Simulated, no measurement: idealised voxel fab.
process module | voxel lift off
cross-section cut | 145 nm wide | cells 5 nm
A cross-section is a grid of square cells, given in bands from the top down. A band is one or more rows of cells.
Each band's line starts with the height of the band's top and of its bottom, in nm. Then come its materials from left to right, each with its width in nm. One material with "throughout" fills the band from edge to edge. "air" is empty space.
Height 0 is the level under which the wafer as received is all one material. The lowest band goes on downwards, as in "0 down".
A width such as "30 to 40" changes by the same amount from each row of cells to the next, from the band's top row to its bottom row.
"no change" after a step means that no cell of the cross-section changed.
closed voids: empty space of 8 cells or more with no open way to the top, each as width x height at its distance from the left edge, in nm
after a step's settings: what the simulator itself notes on the step
overlay nm, on a step with a mask: how far to the right of its planned place the mask lay; to the left if negative
plan
1 op RECEIVE | material Si
2 op CONFORMAL_DEP | material SiO2 | thk nm 15
3 op PATTERN | tone open | mask id LINES | material resist | width nm 20 | pitch nm 50 | thk nm 20 | overlay nm 0
4 op DIRECTIONAL_DEP | material Ru | thk nm 10
5 op STRIP | etch materials resist
6 op CONFORMAL_DEP | material SiN | thk nm 10
as received, after step 1
  0 down: Si throughout
  closed voids: none
a wafer at the end: this start, this plan, one mistake
  50 to 40: air 25 | SiN 40 | air 10 | SiN 40 | air 30
  40 to 30: SiN 35 | Ru 20 | SiN 30 | Ru 20 | SiN 40
  30 to 0: SiO2 throughout
  0 down: Si throughout
  closed voids: none
what went wrong: step 2 was run twice
